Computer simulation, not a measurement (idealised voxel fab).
The following process module bears the name voxel gate over fins.
For reference, the cross-section in this document is cut, with width 270 nm and square cells of 5 nm.
Just so we're on the same page, the cross-sections are grids of square cells, and they're listed out in bands top to bottom, each band one or more rows deep. Each band's line starts with the height of the band's top and of its bottom, in nm. Then come its materials from left to right, each with its width in nm. One material with "edge to edge" fills the band from edge to edge. "blank" is empty space. Heights are expressed relative to 0, this being the level below which the as-received wafer comprises one material exclusively. The lowest band is unbounded in the downward direction and is denoted as in "z 0 and below". Per-row width for "30->40": begins at first number (top row of band), ends at second number (bottom row), increment between rows held constant. Basically "no alteration" means that step didn't change any cell in the cross-section. Look at "Voids lacking openings" for the closed voids: empty spaces with no open path to the top, sized 8 cells or up. Each is width x height at distance, distance from the left edge, all nm. That trailing text on a step's line, after the settings, is the simulator's own remark on the step. "overlay nm", when on a step's line for a step with a mask, measures how far to the right of its planned place the mask lay; a negative measure means to the left. Each of the pairs that make up the rest of this document says: here is the cross-section before one process step, here is the cross-section after it, drawn only down to the lowest band that changed, and here, under the pair, is the step lying between them with its settings. Different pairs may come from different runs of this module on the same starting wafer, so a pair continues from the pair above it only where its entry headed "Before this step" says so.
-- Before this step
	z 0 and below | Si edge to edge
	Voids lacking openings: none
-- Step Result
	z 5 to 0 | SiN edge to edge
	Lower than 0, everything is as it was.
	Voids lacking openings: none
Upper to lower cross-section via CONFORMAL_DEP, material SiN, thk nm 5
Before this step: per the after cross-section of the pair just above.
-- Step Result
	z 5 to 0 | blank (45)  SiN (15)  blank (40)  SiN (15)  blank (40)  SiN (15)  blank (40)  SiN (15)  blank (45)
	Lower than 0, everything is as it was.
	Voids lacking openings: none
Upper to lower cross-section via MASKED_ETCH, tone cover, mask id FINS, width nm 15, pitch nm 55, etch materials SiN, depth nm 5, overlay nm 0
Before this step: per the after cross-section of the pair just above.
-- Step Result
	z 5 to 0 | blank (45)  SiN (15)  blank (40)  SiN (15)  blank (40)  SiN (15)  blank (40)  SiN (15)  blank (45)
	z 0 to -35 | blank (45)  Si (15)  blank (40)  Si (15)  blank (40)  Si (15)  blank (40)  Si (15)  blank (45)
	Lower than -35, everything is as it was.
	Voids lacking openings: none
Upper to lower cross-section via MASKED_ETCH, tone cover, mask id FINS, width nm 15, pitch nm 55, etch materials Si, depth nm 35, overlay nm 0
Before this step: per the after cross-section of the pair just above.
-- Step Result
	z 5 to 0 | blank (45)  SiN (15)  blank (40)  SiN (15)  blank (40)  SiN (15)  blank (40)  SiN (15)  blank (45)
	z 0 to -35 | blank (45)  SiO2 (5)  Si (5)  SiO2 (5)  blank (40)  SiO2 (5)  Si (5)  SiO2 (5)  blank (40)  SiO2 (5)  Si (5)  SiO2 (5)  blank (40)  SiO2 (5)  Si (5)  SiO2 (5)  blank (45)
	z -35 to -40 | SiO2 (50)  Si (5)  SiO2 (50)  Si (5)  SiO2 (50)  Si (5)  SiO2 (50)  Si (5)  SiO2 (50)
	Lower than -40, everything is as it was.
	Voids lacking openings: none
Upper to lower cross-section via OXIDIZE, depth nm 5
Before this step: per the after cross-section of the pair just above.
-- Step Result
	z 20 to 5 | SiO2 edge to edge
	z 5 to 0 | SiO2 (45)  SiN (15)  SiO2 (40)  SiN (15)  SiO2 (40)  SiN (15)  SiO2 (40)  SiN (15)  SiO2 (45)
	z 0 to -40 | SiO2 (50)  Si (5)  SiO2 (50)  Si (5)  SiO2 (50)  Si (5)  SiO2 (50)  Si (5)  SiO2 (50)
	Lower than -40, everything is as it was.
	Voids lacking openings: none
Upper to lower cross-section via FILL_DEP, material SiO2, thk nm 15
Before this step: per the after cross-section of the pair just above.
-- Step Result
	z 5 to 0 | SiO2 (45)  SiN (15)  SiO2 (40)  SiN (15)  SiO2 (40)  SiN (15)  SiO2 (40)  SiN (15)  SiO2 (45)
	Lower than 0, everything is as it was.
	Voids lacking openings: none
Upper to lower cross-section via CMP, height nm 5
Before this step: per the after cross-section of the pair just above.
-- Step Result
	z 25 to 5 | resist (70)  blank (15)  resist (185)
	Lower than 5, everything is as it was.
	Voids lacking openings: none
Upper to lower cross-section via PATTERN, tone open, mask id RAIL, material resist, width nm 15, thk nm 20, overlay nm 0
Before this step: per the after cross-section of the pair just above.
-- Step Result
	z 25 to 5 | resist (70)  blank (15)  resist (185)
	z 5 to 0 | SiO2 (45)  SiN (15)  SiO2 (10)  blank (15)  SiO2 (15)  SiN (15)  SiO2 (40)  SiN (15)  SiO2 (40)  SiN (15)  SiO2 (45)
	z 0 to -30 | SiO2 (50)  Si (5)  SiO2 (15)  blank (15)  SiO2 (20)  Si (5)  SiO2 (50)  Si (5)  SiO2 (50)  Si (5)  SiO2 (50)
	Lower than -30, everything is as it was.
	Voids lacking openings: none
Upper to lower cross-section via DIRECTIONAL_ETCH, etch materials SiO2, depth nm 35
Before this step: per the after cross-section of the pair just above.
-- Step Result
	z 5 to 0 | SiO2 (45)  SiN (15)  SiO2 (10)  blank (15)  SiO2 (15)  SiN (15)  SiO2 (40)  SiN (15)  SiO2 (40)  SiN (15)  SiO2 (45)
	Lower than 0, everything is as it was.
	Voids lacking openings: none
Upper to lower cross-section via STRIP, etch materials resist
Before this step: per the after cross-section of the pair just above.
-- Step Result
	z 10 to 5 | TiN (75)  blank (5)  TiN (190)
	z 5 to 0 | SiO2 (45)  SiN (15)  SiO2 (10)  TiN (5)  blank (5)  TiN (5)  SiO2 (15)  SiN (15)  SiO2 (40)  SiN (15)  SiO2 (40)  SiN (15)  SiO2 (45)
	z 0 to -25 | SiO2 (50)  Si (5)  SiO2 (15)  TiN (5)  blank (5)  TiN (5)  SiO2 (20)  Si (5)  SiO2 (50)  Si (5)  SiO2 (50)  Si (5)  SiO2 (50)
	z -25 to -30 | SiO2 (50)  Si (5)  SiO2 (15)  TiN (15)  SiO2 (20)  Si (5)  SiO2 (50)  Si (5)  SiO2 (50)  Si (5)  SiO2 (50)
	Lower than -30, everything is as it was.
	Voids lacking openings: none
Upper to lower cross-section via CONFORMAL_DEP, material TiN, thk nm 5
Before this step: per the after cross-section of the pair just above.
-- Step Result
	z 15 to 10 | Ru edge to edge
	z 10 to 5 | TiN (75)  Ru (5)  TiN (190)
	z 5 to 0 | SiO2 (45)  SiN (15)  SiO2 (10)  TiN (5)  Ru (5)  TiN (5)  SiO2 (15)  SiN (15)  SiO2 (40)  SiN (15)  SiO2 (40)  SiN (15)  SiO2 (45)
	z 0 to -25 | SiO2 (50)  Si (5)  SiO2 (15)  TiN (5)  Ru (5)  TiN (5)  SiO2 (20)  Si (5)  SiO2 (50)  Si (5)  SiO2 (50)  Si (5)  SiO2 (50)
	Lower than -25, everything is as it was.
	Voids lacking openings: none
Upper to lower cross-section via FILL_DEP, material Ru, thk nm 5
Before this step: per the after cross-section of the pair just above.
-- Step Result
	z 5 to 0 | SiO2 (45)  SiN (15)  SiO2 (10)  TiN (5)  Ru (5)  TiN (5)  SiO2 (15)  SiN (15)  SiO2 (40)  SiN (15)  SiO2 (40)  SiN (15)  SiO2 (45)
	Lower than 0, everything is as it was.
	Voids lacking openings: none
Upper to lower cross-section via CMP, height nm 5
Before this step: per the after cross-section of the pair just above.
-- Step Result
	z 5 to 0 | SiO2 (45)  SiN (15)  SiO2 (10)  blank (15)  SiO2 (15)  SiN (15)  SiO2 (40)  SiN (15)  SiO2 (40)  SiN (15)  SiO2 (45)
	z 0 to -15 | SiO2 (50)  Si (5)  SiO2 (15)  blank (15)  SiO2 (20)  Si (5)  SiO2 (50)  Si (5)  SiO2 (50)  Si (5)  SiO2 (50)
	Lower than -15, everything is as it was.
	Voids lacking openings: none
Upper to lower cross-section via SELECTIVE_ETCH, etch materials W Ru TiN, depth nm 20
Before this step: per the after cross-section of the pair just above.
-- Step Result
	z 10 to 5 | SiO2 edge to edge
	z 5 to 0 | SiO2 (45)  SiN (15)  SiO2 (40)  SiN (15)  SiO2 (40)  SiN (15)  SiO2 (40)  SiN (15)  SiO2 (45)
	z 0 to -15 | SiO2 (50)  Si (5)  SiO2 (50)  Si (5)  SiO2 (50)  Si (5)  SiO2 (50)  Si (5)  SiO2 (50)
	Lower than -15, everything is as it was.
	Voids lacking openings: none
Upper to lower cross-section via FILL_DEP, material SiO2, thk nm 5
Before this step: per the after cross-section of the pair just above.
-- Step Result
	z 5 to 0 | SiO2 (45)  SiN (15)  SiO2 (40)  SiN (15)  SiO2 (40)  SiN (15)  SiO2 (40)  SiN (15)  SiO2 (45)
	Lower than 0, everything is as it was.
	Voids lacking openings: none
Upper to lower cross-section via CMP, height nm 5
Before this step: per the after cross-section of the pair just above.
-- Step Result
	z 5 to 0 | blank (45)  SiN (15)  blank (40)  SiN (15)  blank (40)  SiN (15)  blank (40)  SiN (15)  blank (45)
	z 0 to -10 | blank (50)  Si (5)  blank (50)  Si (5)  blank (50)  Si (5)  blank (50)  Si (5)  blank (50)
	Lower than -10, everything is as it was.
	Voids lacking openings: none
Upper to lower cross-section via SELECTIVE_ETCH, etch materials SiO2, depth nm 15
Before this step: per the after cross-section of the pair just above.
-- Step Result
	z 0 to -10 | blank (50)  Si (5)  blank (50)  Si (5)  blank (50)  Si (5)  blank (50)  Si (5)  blank (50)
	Lower than -10, everything is as it was.
	Voids lacking openings: none
Upper to lower cross-section via STRIP, etch materials SiN
Before this step: per the after cross-section of the pair just above.
-- Step Result
	z 5 to 0 | blank (45)  HfO2 (15)  blank (40)  HfO2 (15)  blank (40)  HfO2 (15)  blank (40)  HfO2 (15)  blank (45)
	z 0 to -5 | blank (45)  HfO2 (5)  Si (5)  HfO2 (5)  blank (40)  HfO2 (5)  Si (5)  HfO2 (5)  blank (40)  HfO2 (5)  Si (5)  HfO2 (5)  blank (40)  HfO2 (5)  Si (5)  HfO2 (5)  blank (45)
	z -5 to -10 | HfO2 (50)  Si (5)  HfO2 (50)  Si (5)  HfO2 (50)  Si (5)  HfO2 (50)  Si (5)  HfO2 (50)
	Lower than -10, everything is as it was.
	Voids lacking openings: none
Upper to lower cross-section via CONFORMAL_DEP, material HfO2, thk nm 5
Before this step: per the after cross-section of the pair just above.
-- Step Result
	z 10 to 5 | blank (40)  TiN (25)  blank (30)  TiN (25)  blank (30)  TiN (25)  blank (30)  TiN (25)  blank (40)
	z 5 to 0 | blank (40)  TiN (5)  HfO2 (15)  TiN (5)  blank (30)  TiN (5)  HfO2 (15)  TiN (5)  blank (30)  TiN (5)  HfO2 (15)  TiN (5)  blank (30)  TiN (5)  HfO2 (15)  TiN (5)  blank (40)
	z 0 to -5 | TiN (45)  HfO2 (5)  Si (5)  HfO2 (5)  TiN (40)  HfO2 (5)  Si (5)  HfO2 (5)  TiN (40)  HfO2 (5)  Si (5)  HfO2 (5)  TiN (40)  HfO2 (5)  Si (5)  HfO2 (5)  TiN (45)
	Lower than -5, everything is as it was.
	Voids lacking openings: none
Upper to lower cross-section via CONFORMAL_DEP, material TiN, thk nm 5
Before this step: per the after cross-section of the pair just above.
-- Step Result
	z 25 to 10 | W edge to edge
	z 10 to 5 | W (40)  TiN (25)  W (30)  TiN (25)  W (30)  TiN (25)  W (30)  TiN (25)  W (40)
	z 5 to 0 | W (40)  TiN (5)  HfO2 (15)  TiN (5)  W (30)  TiN (5)  HfO2 (15)  TiN (5)  W (30)  TiN (5)  HfO2 (15)  TiN (5)  W (30)  TiN (5)  HfO2 (15)  TiN (5)  W (40)
	Lower than 0, everything is as it was.
	Voids lacking openings: none
Upper to lower cross-section via FILL_DEP, material W, thk nm 15
Before this step: per the after cross-section of the pair just above.
-- Step Result
	z 20 to 10 | W edge to edge
	Lower than 10, everything is as it was.
	Voids lacking openings: none
Upper to lower cross-section via CMP, height nm 20
Before this step: per the after cross-section of the pair just above.
-- Step Result
	z 25 to 20 | SiCN edge to edge
	Lower than 20, everything is as it was.
	Voids lacking openings: none
Upper to lower cross-section via CONFORMAL_DEP, material SiCN, thk nm 5
-- Before this step
	z 0 and below | Si edge to edge
	Voids lacking openings: none
-- Step Result
	z 0 to -35 | blank (45)  Si (15)  blank (40)  Si (15)  blank (40)  Si (15)  blank (40)  Si (15)  blank (45)
	Lower than -35, everything is as it was.
	Voids lacking openings: none
Upper to lower cross-section via MASKED_ETCH, tone cover, mask id FINS, width nm 15, pitch nm 55, etch materials Si, depth nm 35, overlay nm 0
Before this step: per the after cross-section of the pair just above.
-- Step Result
	z 0 to -5 | blank (45)  SiO2 (15)  blank (40)  SiO2 (15)  blank (40)  SiO2 (15)  blank (40)  SiO2 (15)  blank (45)
	z -5 to -35 | blank (45)  SiO2 (5)  Si (5)  SiO2 (5)  blank (40)  SiO2 (5)  Si (5)  SiO2 (5)  blank (40)  SiO2 (5)  Si (5)  SiO2 (5)  blank (40)  SiO2 (5)  Si (5)  SiO2 (5)  blank (45)
	z -35 to -40 | SiO2 (50)  Si (5)  SiO2 (50)  Si (5)  SiO2 (50)  Si (5)  SiO2 (50)  Si (5)  SiO2 (50)
	Lower than -40, everything is as it was.
	Voids lacking openings: none
Upper to lower cross-section via OXIDIZE, depth nm 5
Before this step: per the after cross-section of the pair just above.
-- Step Result
	z 15 to -5 | SiO2 edge to edge
	z -5 to -40 | SiO2 (50)  Si (5)  SiO2 (50)  Si (5)  SiO2 (50)  Si (5)  SiO2 (50)  Si (5)  SiO2 (50)
	Lower than -40, everything is as it was.
	Voids lacking openings: none
Upper to lower cross-section via FILL_DEP, material SiO2, thk nm 15
Before this step: per the after cross-section of the pair just above.
-- Step Result
	z 5 to -5 | SiO2 edge to edge
	Lower than -5, everything is as it was.
	Voids lacking openings: none
Upper to lower cross-section via CMP, height nm 5
Before this step: per the after cross-section of the pair just above.
-- Step Result
	z 25 to 5 | resist (70)  blank (15)  resist (185)
	Lower than 5, everything is as it was.
	Voids lacking openings: none
Upper to lower cross-section via PATTERN, tone open, mask id RAIL, material resist, width nm 15, thk nm 20, overlay nm 0
Before this step: per the after cross-section of the pair just above.
-- Step Result
	z 25 to 5 | resist (70)  blank (15)  resist (185)
	z 5 to -5 | SiO2 (70)  blank (15)  SiO2 (185)
	z -5 to -30 | SiO2 (50)  Si (5)  SiO2 (15)  blank (15)  SiO2 (20)  Si (5)  SiO2 (50)  Si (5)  SiO2 (50)  Si (5)  SiO2 (50)
	Lower than -30, everything is as it was.
	Voids lacking openings: none
Upper to lower cross-section via DIRECTIONAL_ETCH, etch materials SiO2, depth nm 35
Before this step: per the after cross-section of the pair just above.
-- Step Result
	z 5 to -5 | SiO2 (70)  blank (15)  SiO2 (185)
	Lower than -5, everything is as it was.
	Voids lacking openings: none
Upper to lower cross-section via STRIP, etch materials resist
Before this step: per the after cross-section of the pair just above.
-- Step Result
	z 10 to 5 | TiN (75)  blank (5)  TiN (190)
	z 5 to -5 | SiO2 (70)  TiN (5)  blank (5)  TiN (5)  SiO2 (185)
	z -5 to -25 | SiO2 (50)  Si (5)  SiO2 (15)  TiN (5)  blank (5)  TiN (5)  SiO2 (20)  Si (5)  SiO2 (50)  Si (5)  SiO2 (50)  Si (5)  SiO2 (50)
	z -25 to -30 | SiO2 (50)  Si (5)  SiO2 (15)  TiN (15)  SiO2 (20)  Si (5)  SiO2 (50)  Si (5)  SiO2 (50)  Si (5)  SiO2 (50)
	Lower than -30, everything is as it was.
	Voids lacking openings: none
Upper to lower cross-section via CONFORMAL_DEP, material TiN, thk nm 5
Before this step: per the after cross-section of the pair just above.
-- Step Result
	z 15 to 10 | Ru edge to edge
	z 10 to 5 | TiN (75)  Ru (5)  TiN (190)
	z 5 to -5 | SiO2 (70)  TiN (5)  Ru (5)  TiN (5)  SiO2 (185)
	z -5 to -25 | SiO2 (50)  Si (5)  SiO2 (15)  TiN (5)  Ru (5)  TiN (5)  SiO2 (20)  Si (5)  SiO2 (50)  Si (5)  SiO2 (50)  Si (5)  SiO2 (50)
	Lower than -25, everything is as it was.
	Voids lacking openings: none
Upper to lower cross-section via FILL_DEP, material Ru, thk nm 5
Before this step: per the after cross-section of the pair just above.
-- Step Result
	z 5 to -5 | SiO2 (70)  TiN (5)  Ru (5)  TiN (5)  SiO2 (185)
	Lower than -5, everything is as it was.
	Voids lacking openings: none
Upper to lower cross-section via CMP, height nm 5
Before this step: per the after cross-section of the pair just above.
-- Step Result
	z 5 to -5 | SiO2 (70)  blank (15)  SiO2 (185)
	z -5 to -15 | SiO2 (50)  Si (5)  SiO2 (15)  blank (15)  SiO2 (20)  Si (5)  SiO2 (50)  Si (5)  SiO2 (50)  Si (5)  SiO2 (50)
	Lower than -15, everything is as it was.
	Voids lacking openings: none
Upper to lower cross-section via SELECTIVE_ETCH, etch materials W Ru TiN, depth nm 20
Before this step: per the after cross-section of the pair just above.
-- Step Result
	z 10 to -5 | SiO2 edge to edge
	z -5 to -15 | SiO2 (50)  Si (5)  SiO2 (50)  Si (5)  SiO2 (50)  Si (5)  SiO2 (50)  Si (5)  SiO2 (50)
	Lower than -15, everything is as it was.
	Voids lacking openings: none
Upper to lower cross-section via FILL_DEP, material SiO2, thk nm 5
Before this step: per the after cross-section of the pair just above.
-- Step Result
	z 5 to -5 | SiO2 edge to edge
	Lower than -5, everything is as it was.
	Voids lacking openings: none
Upper to lower cross-section via CMP, height nm 5
Before this step: per the after cross-section of the pair just above.
-- Step Result
	z -5 to -10 | blank (50)  Si (5)  blank (50)  Si (5)  blank (50)  Si (5)  blank (50)  Si (5)  blank (50)
	Lower than -10, everything is as it was.
	Voids lacking openings: none
Upper to lower cross-section via SELECTIVE_ETCH, etch materials SiO2, depth nm 15
Before this step: per the after cross-section of the pair just above.
-- Step Result
	z 0 to -5 | blank (45)  HfO2 (15)  blank (40)  HfO2 (15)  blank (40)  HfO2 (15)  blank (40)  HfO2 (15)  blank (45)
	z -5 to -10 | HfO2 (50)  Si (5)  HfO2 (50)  Si (5)  HfO2 (50)  Si (5)  HfO2 (50)  Si (5)  HfO2 (50)
	Lower than -10, everything is as it was.
	Voids lacking openings: none
Upper to lower cross-section via CONFORMAL_DEP, material HfO2, thk nm 5
Before this step: per the after cross-section of the pair just above.
-- Step Result
	z 5 to 0 | blank (40)  TiN (25)  blank (30)  TiN (25)  blank (30)  TiN (25)  blank (30)  TiN (25)  blank (40)
	z 0 to -5 | TiN (45)  HfO2 (15)  TiN (40)  HfO2 (15)  TiN (40)  HfO2 (15)  TiN (40)  HfO2 (15)  TiN (45)
	Lower than -5, everything is as it was.
	Voids lacking openings: none
Upper to lower cross-section via CONFORMAL_DEP, material TiN, thk nm 5
Before this step: per the after cross-section of the pair just above.
-- Step Result
	z 20 to 5 | W edge to edge
	z 5 to 0 | W (40)  TiN (25)  W (30)  TiN (25)  W (30)  TiN (25)  W (30)  TiN (25)  W (40)
	Lower than 0, everything is as it was.
	Voids lacking openings: none
Upper to lower cross-section via FILL_DEP, material W, thk nm 15
Before this step: per the after cross-section of the pair just above.
-- Step Result
	z 25 to 20 | SiCN edge to edge
	Lower than 20, everything is as it was.
	Voids lacking openings: none
Upper to lower cross-section via CONFORMAL_DEP, material SiCN, thk nm 5
-- Before this step
	z 5 to 0 | blank (45)  SiN (15)  blank (40)  SiN (15)  blank (40)  SiN (15)  blank (40)  SiN (15)  blank (45)
	z 0 to -10 | blank (50)  Si (5)  blank (50)  Si (5)  blank (50)  Si (5)  blank (50)  Si (5)  blank (50)
	z -10 to -15 | SiO2 (50)  Si (5)  SiO2 (50)  Si (5)  SiO2 (50)  Si (5)  SiO2 (50)  Si (5)  SiO2 (50)
	z -15 to -25 | SiO2 (50)  Si (5)  SiO2 (15)  TiN (5)  Ru (5)  TiN (5)  SiO2 (20)  Si (5)  SiO2 (50)  Si (5)  SiO2 (50)  Si (5)  SiO2 (50)
	z -25 to -30 | SiO2 (50)  Si (5)  SiO2 (15)  TiN (15)  SiO2 (20)  Si (5)  SiO2 (50)  Si (5)  SiO2 (50)  Si (5)  SiO2 (50)
	z -30 to -40 | SiO2 (50)  Si (5)  SiO2 (50)  Si (5)  SiO2 (50)  Si (5)  SiO2 (50)  Si (5)  SiO2 (50)
	z -40 and below | Si edge to edge
	Voids lacking openings: none
-- Step Result
	z 5 to 0 | blank (45)  SiN (15)  blank (40)  SiN (15)  blank (40)  SiN (15)  blank (40)  SiN (15)  blank (45)
	z 0 to -15 | blank (50)  Si (5)  blank (50)  Si (5)  blank (50)  Si (5)  blank (50)  Si (5)  blank (50)
	z -15 to -25 | blank (50)  Si (5)  blank (15)  TiN (5)  Ru (5)  TiN (5)  blank (20)  Si (5)  blank (50)  Si (5)  blank (50)  Si (5)  blank (50)
	Lower than -25, everything is as it was.
	Voids lacking openings: none
Upper to lower cross-section via SELECTIVE_ETCH, etch materials SiO2, depth nm 15
Before this step: per the after cross-section of the pair just above.
-- Step Result
	z 0 to -15 | blank (50)  Si (5)  blank (50)  Si (5)  blank (50)  Si (5)  blank (50)  Si (5)  blank (50)
	Lower than -15, everything is as it was.
	Voids lacking openings: none
Upper to lower cross-section via STRIP, etch materials SiN
Before this step: per the after cross-section of the pair just above.
-- Step Result
	z 5 to 0 | blank (45)  HfO2 (15)  blank (40)  HfO2 (15)  blank (40)  HfO2 (15)  blank (40)  HfO2 (15)  blank (45)
	z 0 to -10 | blank (45)  HfO2 (5)  Si (5)  HfO2 (5)  blank (40)  HfO2 (5)  Si (5)  HfO2 (5)  blank (40)  HfO2 (5)  Si (5)  HfO2 (5)  blank (40)  HfO2 (5)  Si (5)  HfO2 (5)  blank (45)
	z -10 to -15 | blank (45)  HfO2 (5)  Si (5)  HfO2 (5)  blank (5)  HfO2 (25)  blank (10)  HfO2 (5)  Si (5)  HfO2 (5)  blank (40)  HfO2 (5)  Si (5)  HfO2 (5)  blank (40)  HfO2 (5)  Si (5)  HfO2 (5)  blank (45)
	z -15 to -20 | blank (45)  HfO2 (5)  Si (5)  HfO2 (5)  blank (5)  HfO2 (5)  TiN (5)  Ru (5)  TiN (5)  HfO2 (5)  blank (10)  HfO2 (5)  Si (5)  HfO2 (5)  blank (40)  HfO2 (5)  Si (5)  HfO2 (5)  blank (40)  HfO2 (5)  Si (5)  HfO2 (5)  blank (45)
	z -20 to -25 | HfO2 (50)  Si (5)  HfO2 (15)  TiN (5)  Ru (5)  TiN (5)  HfO2 (20)  Si (5)  HfO2 (50)  Si (5)  HfO2 (50)  Si (5)  HfO2 (50)
	Lower than -25, everything is as it was.
	Voids lacking openings: none
Upper to lower cross-section via CONFORMAL_DEP, material HfO2, thk nm 5
Before this step: per the after cross-section of the pair just above.
-- Step Result
	z 10 to 5 | blank (40)  TiN (25)  blank (30)  TiN (25)  blank (30)  TiN (25)  blank (30)  TiN (25)  blank (40)
	z 5 to 0 | blank (40)  TiN (5)  HfO2 (15)  TiN (5)  blank (30)  TiN (5)  HfO2 (15)  TiN (5)  blank (30)  TiN (5)  HfO2 (15)  TiN (5)  blank (30)  TiN (5)  HfO2 (15)  TiN (5)  blank (40)
	z 0 to -5 | blank (40)  TiN (5)  HfO2 (5)  Si (5)  HfO2 (5)  TiN (5)  blank (30)  TiN (5)  HfO2 (5)  Si (5)  HfO2 (5)  TiN (5)  blank (30)  TiN (5)  HfO2 (5)  Si (5)  HfO2 (5)  TiN (5)  blank (30)  TiN (5)  HfO2 (5)  Si (5)  HfO2 (5)  TiN (5)  blank (40)
	z -5 to -10 | blank (40)  TiN (5)  HfO2 (5)  Si (5)  HfO2 (5)  TiN (40)  HfO2 (5)  Si (5)  HfO2 (5)  TiN (5)  blank (30)  TiN (5)  HfO2 (5)  Si (5)  HfO2 (5)  TiN (5)  blank (30)  TiN (5)  HfO2 (5)  Si (5)  HfO2 (5)  TiN (5)  blank (40)
	z -10 to -15 | blank (40)  TiN (5)  HfO2 (5)  Si (5)  HfO2 (5)  TiN (5)  HfO2 (25)  TiN (10)  HfO2 (5)  Si (5)  HfO2 (5)  TiN (5)  blank (30)  TiN (5)  HfO2 (5)  Si (5)  HfO2 (5)  TiN (5)  blank (30)  TiN (5)  HfO2 (5)  Si (5)  HfO2 (5)  TiN (5)  blank (40)
	z -15 to -20 | TiN (45)  HfO2 (5)  Si (5)  HfO2 (5)  TiN (5)  HfO2 (5)  TiN (5)  Ru (5)  TiN (5)  HfO2 (5)  TiN (10)  HfO2 (5)  Si (5)  HfO2 (5)  TiN (40)  HfO2 (5)  Si (5)  HfO2 (5)  TiN (40)  HfO2 (5)  Si (5)  HfO2 (5)  TiN (45)
	Lower than -20, everything is as it was.
	Voids lacking openings: none
Upper to lower cross-section via CONFORMAL_DEP, material TiN, thk nm 5
Before this step: per the after cross-section of the pair just above.
-- Step Result
	z 25 to 10 | W edge to edge
	z 10 to 5 | W (40)  TiN (25)  W (30)  TiN (25)  W (30)  TiN (25)  W (30)  TiN (25)  W (40)
	z 5 to 0 | W (40)  TiN (5)  HfO2 (15)  TiN (5)  W (30)  TiN (5)  HfO2 (15)  TiN (5)  W (30)  TiN (5)  HfO2 (15)  TiN (5)  W (30)  TiN (5)  HfO2 (15)  TiN (5)  W (40)
	z 0 to -5 | W (40)  TiN (5)  HfO2 (5)  Si (5)  HfO2 (5)  TiN (5)  W (30)  TiN (5)  HfO2 (5)  Si (5)  HfO2 (5)  TiN (5)  W (30)  TiN (5)  HfO2 (5)  Si (5)  HfO2 (5)  TiN (5)  W (30)  TiN (5)  HfO2 (5)  Si (5)  HfO2 (5)  TiN (5)  W (40)
	z -5 to -10 | W (40)  TiN (5)  HfO2 (5)  Si (5)  HfO2 (5)  TiN (40)  HfO2 (5)  Si (5)  HfO2 (5)  TiN (5)  W (30)  TiN (5)  HfO2 (5)  Si (5)  HfO2 (5)  TiN (5)  W (30)  TiN (5)  HfO2 (5)  Si (5)  HfO2 (5)  TiN (5)  W (40)
	z -10 to -15 | W (40)  TiN (5)  HfO2 (5)  Si (5)  HfO2 (5)  TiN (5)  HfO2 (25)  TiN (10)  HfO2 (5)  Si (5)  HfO2 (5)  TiN (5)  W (30)  TiN (5)  HfO2 (5)  Si (5)  HfO2 (5)  TiN (5)  W (30)  TiN (5)  HfO2 (5)  Si (5)  HfO2 (5)  TiN (5)  W (40)
	Lower than -15, everything is as it was.
	Voids lacking openings: none
Upper to lower cross-section via FILL_DEP, material W, thk nm 15
Before this step: per the after cross-section of the pair just above.
-- Step Result
	z 20 to 10 | W edge to edge
	Lower than 10, everything is as it was.
	Voids lacking openings: none
Upper to lower cross-section via CMP, height nm 20
Before this step: per the after cross-section of the pair just above.
-- Step Result
	z 25 to 20 | SiCN edge to edge
	Lower than 20, everything is as it was.
	Voids lacking openings: none
Upper to lower cross-section via CONFORMAL_DEP, material SiCN, thk nm 5
-- Before this step
	z 0 to -10 | blank (50)  Si (5)  blank (50)  Si (5)  blank (50)  Si (5)  blank (50)  Si (5)  blank (50)
	z -10 to -15 | SiO2 (50)  Si (5)  SiO2 (50)  Si (5)  SiO2 (50)  Si (5)  SiO2 (50)  Si (5)  SiO2 (50)
	z -15 to -25 | SiO2 (50)  Si (5)  SiO2 (15)  TiN (5)  Ru (5)  TiN (5)  SiO2 (20)  Si (5)  SiO2 (50)  Si (5)  SiO2 (50)  Si (5)  SiO2 (50)
	z -25 to -30 | SiO2 (50)  Si (5)  SiO2 (15)  TiN (15)  SiO2 (20)  Si (5)  SiO2 (50)  Si (5)  SiO2 (50)  Si (5)  SiO2 (50)
	z -30 to -40 | SiO2 (50)  Si (5)  SiO2 (50)  Si (5)  SiO2 (50)  Si (5)  SiO2 (50)  Si (5)  SiO2 (50)
	z -40 and below | Si edge to edge
	Voids lacking openings: none
-- Step Result
	z 5 to 0 | blank (45)  TiN (15)  blank (40)  TiN (15)  blank (40)  TiN (15)  blank (40)  TiN (15)  blank (45)
	z 0 to -5 | blank (45)  TiN (5)  Si (5)  TiN (5)  blank (40)  TiN (5)  Si (5)  TiN (5)  blank (40)  TiN (5)  Si (5)  TiN (5)  blank (40)  TiN (5)  Si (5)  TiN (5)  blank (45)
	z -5 to -10 | TiN (50)  Si (5)  TiN (50)  Si (5)  TiN (50)  Si (5)  TiN (50)  Si (5)  TiN (50)
	Lower than -10, everything is as it was.
	Voids lacking openings: none
Upper to lower cross-section via CONFORMAL_DEP, material TiN, thk nm 5
Before this step: per the after cross-section of the pair just above.
-- Step Result
	z 10 to 5 | blank (40)  HfO2 (25)  blank (30)  HfO2 (25)  blank (30)  HfO2 (25)  blank (30)  HfO2 (25)  blank (40)
	z 5 to 0 | blank (40)  HfO2 (5)  TiN (15)  HfO2 (5)  blank (30)  HfO2 (5)  TiN (15)  HfO2 (5)  blank (30)  HfO2 (5)  TiN (15)  HfO2 (5)  blank (30)  HfO2 (5)  TiN (15)  HfO2 (5)  blank (40)
	z 0 to -5 | HfO2 (45)  TiN (5)  Si (5)  TiN (5)  HfO2 (40)  TiN (5)  Si (5)  TiN (5)  HfO2 (40)  TiN (5)  Si (5)  TiN (5)  HfO2 (40)  TiN (5)  Si (5)  TiN (5)  HfO2 (45)
	Lower than -5, everything is as it was.
	Voids lacking openings: none
Upper to lower cross-section via CONFORMAL_DEP, material HfO2, thk nm 5
Before this step: per the after cross-section of the pair just above.
-- Step Result
	z 25 to 10 | W edge to edge
	z 10 to 5 | W (40)  HfO2 (25)  W (30)  HfO2 (25)  W (30)  HfO2 (25)  W (30)  HfO2 (25)  W (40)
	z 5 to 0 | W (40)  HfO2 (5)  TiN (15)  HfO2 (5)  W (30)  HfO2 (5)  TiN (15)  HfO2 (5)  W (30)  HfO2 (5)  TiN (15)  HfO2 (5)  W (30)  HfO2 (5)  TiN (15)  HfO2 (5)  W (40)
	Lower than 0, everything is as it was.
	Voids lacking openings: none
Upper to lower cross-section via FILL_DEP, material W, thk nm 15
Before this step: per the after cross-section of the pair just above.
-- Step Result
	z 20 to 10 | W edge to edge
	Lower than 10, everything is as it was.
	Voids lacking openings: none
Upper to lower cross-section via CMP, height nm 20
Before this step: per the after cross-section of the pair just above.
-- Step Result
	z 25 to 20 | SiCN edge to edge
	Lower than 20, everything is as it was.
	Voids lacking openings: none
Upper to lower cross-section via CONFORMAL_DEP, material SiCN, thk nm 5
